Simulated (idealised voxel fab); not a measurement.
process module | voxel ribs on slabs
cross-section cut | 270 nm wide | cells 5 nm
A cross-section is a grid of square cells, given in bands from the top down. A band is one or more rows of cells.
Each band's line starts with the height of the band's top and of its bottom, in nm. Then come its materials from left to right, each with its width in nm. One material with "throughout" fills the band from edge to edge. "air" is empty space.
Height 0 is the level under which the wafer as received is all one material. The lowest band goes on downwards, as in "0 down".
A width such as "30 to 40" changes by the same amount from each row of cells to the next, from the band's top row to its bottom row.
"no change" after a step means that no cell of the cross-section changed.
closed voids: empty space of 8 cells or more with no open way to the top, each as width x height at its distance from the left edge, in nm
after a step's settings: what the simulator itself notes on the step
overlay nm, on a step with a mask: how far to the right of its planned place the mask lay; to the left if negative
plan
1 op RECEIVE | material Si
2 op DIRECTIONAL_DEP | material SiO2 | thk nm 20
3 op DIRECTIONAL_DEP | material polySi | thk nm 15
4 op MASKED_ETCH | tone cover | mask id RIB | width nm 20 | etch materials polySi | depth nm 5 | overlay nm 0
5 op DIRECTIONAL_DEP | material aC | thk nm 10
6 op PATTERN | tone cover | mask id SLAB | material resist | width nm 50 | thk nm 25 | overlay nm 0
7 op DIRECTIONAL_ETCH | etch materials aC | depth nm 10
8 op STRIP | etch materials resist
9 op DIRECTIONAL_ETCH | etch materials polySi | depth nm 10
10 op STRIP | etch materials aC
11 op FILL_DEP | material SiO2 | thk nm 25
12 op CMP | height nm 50
13 op DIRECTIONAL_DEP | material W | thk nm 5
14 op DIRECTIONAL_DEP | material aC | thk nm 10
15 op PATTERN | tone cover | mask id HEATER | material resist | width nm 30 | thk nm 30 | overlay nm 0
16 op DIRECTIONAL_ETCH | etch materials aC | depth nm 10
17 op STRIP | etch materials resist
18 op DIRECTIONAL_ETCH | etch materials W | depth nm 5
19 op STRIP | etch materials aC
20 op CONFORMAL_DEP | material SiN | thk nm 10
as received, after step 1
  0 down: Si throughout
  closed voids: none
a wafer at the end: this start, this plan, one mistake
  65 to 60: air 115 | SiN 40 | air 115
  60 to 55: SiN throughout
  55 to 50: SiN 125 | W 20 | SiN 125
  50 to 35: SiO2 throughout
  35 to 30: SiO2 125 | polySi 20 | SiO2 125
  30 to 20: SiO2 110 | polySi 50 | SiO2 110
  20 to 0: SiO2 throughout
  0 down: Si throughout
  closed voids: none
what went wrong: step 15 ran as: op PATTERN | tone cover | mask id HEATER | material resist | width nm 20 | thk nm 30 | overlay nm 0
